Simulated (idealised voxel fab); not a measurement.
Presented below is a process module, voxel wiring stack.
This is section cut - it's 285 nm across, gridded in 5 nm square cells.
In what follows, cross-sections appear as grids of square cells, described through bands that run from the top down, where every band is one or more rows of cells. Per band: top height and bottom height in nm, followed by the left-to-right materials and their widths in nm; "edge to edge" marks a single material spanning edge to edge, "empty" marks empty space. Note: height 0 marks the level under which the wafer is uniformly one material as received. Lowest band unbounded below, written "z 0 and below". Width spec "30->40" -> top row of cells at first value, bottom row at second value, equal per-row change in between. Step marked "identical to before"? Then no cell in the cross-section changed in it. Reported under the label "Closed void listing" are the empty spaces having no open way to the top and comprising 8 cells or more; the notation for each is width x height at distance, in which the distance is measured from the left edge and all three values are in nm. That trailing text on a step's line, after the settings, is the simulator's own remark on the step. What "overlay nm" on a step's line means: if the step has a mask, that mask lay this far to the right of its planned place, or, when the value is negative, to the left.
-- Listed below are the process steps as planned
1 RECEIVE (material Si)
2 CONFORMAL_DEP (material SiO2; thk nm 15)
3 CONFORMAL_DEP (material SiCN; thk nm 5)
4 DIRECTIONAL_DEP (material SiO2; thk nm 25)
5 PATTERN (tone open; mask id METAL_1; material resist; width nm 25; pitch nm 45; thk nm 20; overlay nm 0)
6 DIRECTIONAL_ETCH (etch materials SiO2; depth nm 25)
7 DIRECTIONAL_ETCH (etch materials SiCN; depth nm 5)
8 STRIP (etch materials resist)
9 CONFORMAL_DEP (material TiN; thk nm 5)
10 FILL_DEP (material Cu; thk nm 10)
11 CMP (height nm 45)
12 CONFORMAL_DEP (material SiCN; thk nm 5)
13 DIRECTIONAL_DEP (material lowk; thk nm 35)
14 PATTERN (tone open; mask id METAL_2; material resist; width nm 25; pitch nm 45; thk nm 15; overlay nm 0)
15 DIRECTIONAL_ETCH (etch materials lowk; depth nm 20)
16 STRIP (etch materials resist)
17 MASKED_ETCH (tone open; mask id METAL_2_HOLES; width nm 15; etch materials lowk; depth nm 15; overlay nm 0)
18 MASKED_ETCH (tone open; mask id METAL_2_HOLES; width nm 15; etch materials SiCN; depth nm 5; overlay nm 0)
19 CONFORMAL_DEP (material TiN; thk nm 5)
20 FILL_DEP (material Ru; thk nm 10)
21 CMP (height nm 85)
22 CONFORMAL_DEP (material SiN; thk nm 5)
-- Delivered wafer in cross-section: state after step 1
  z 0 and below: Si edge to edge
  Closed void listing: none
-- first wafer at the end, as planned
  z 90 to 85: SiN edge to edge
  z 85 to 70: lowk 105 nm | TiN 5 nm | Ru 15 nm | TiN 5 nm | lowk 20 nm | TiN 5 nm | Ru 15 nm | TiN 5 nm | lowk 110 nm
  z 70 to 65: lowk 105 nm | TiN 5 nm | Ru 5 nm | TiN 15 nm | lowk 20 nm | TiN 25 nm | lowk 110 nm
  z 65 to 50: lowk 105 nm | TiN 5 nm | Ru 5 nm | TiN 5 nm | lowk 165 nm
  z 50 to 45: SiCN 105 nm | TiN 15 nm | SiCN 165 nm
  z 45 to 20: SiO2 105 nm | TiN 5 nm | Cu 15 nm | TiN 5 nm | SiO2 20 nm | TiN 5 nm | Cu 15 nm | TiN 5 nm | SiO2 110 nm
  z 20 to 15: SiCN 105 nm | TiN 25 nm | SiCN 20 nm | TiN 25 nm | SiCN 110 nm
  z 15 to 0: SiO2 edge to edge
  z 0 and below: Si edge to edge
  Closed void listing: none
-- What the second wafer looks like in cross-section once the module is done. Its start and its plan matched the first wafer's exactly; what differed was one mistake in how it was run
  z 90 to 85: SiN edge to edge
  z 85 to 75: lowk 100 nm | TiN 5 nm | Ru 20 nm | TiN 5 nm | lowk 20 nm | TiN 5 nm | Ru 15 nm | TiN 5 nm | lowk 110 nm
  z 75 to 70: lowk 100 nm | TiN 10 nm | Ru 15 nm | TiN 5 nm | lowk 20 nm | TiN 5 nm | Ru 15 nm | TiN 5 nm | lowk 110 nm
  z 70 to 65: lowk 105 nm | TiN 25 nm | lowk 20 nm | TiN 25 nm | lowk 110 nm
  z 65 to 50: lowk 105 nm | TiN 10 nm | lowk 170 nm
  z 50 to 45: SiCN 105 nm | TiN 10 nm | SiCN 170 nm
  z 45 to 20: SiO2 105 nm | TiN 5 nm | Cu 15 nm | TiN 5 nm | SiO2 20 nm | TiN 5 nm | Cu 15 nm | TiN 5 nm | SiO2 110 nm
  z 20 to 15: SiCN 105 nm | TiN 25 nm | SiCN 20 nm | TiN 25 nm | SiCN 110 nm
  z 15 to 0: SiO2 edge to edge
  z 0 and below: Si edge to edge
  Closed void listing: none
Error vs. plan: step 17: run off-plan, actual operation and settings MASKED_ETCH (tone open; mask id METAL_2_HOLES; width nm 15; etch materials lowk; depth nm 15; overlay nm -5)
End of process, cell counts, second wafer against first, materials with more or fewer: -2 Ru, +1 SiCN, +1 TiN
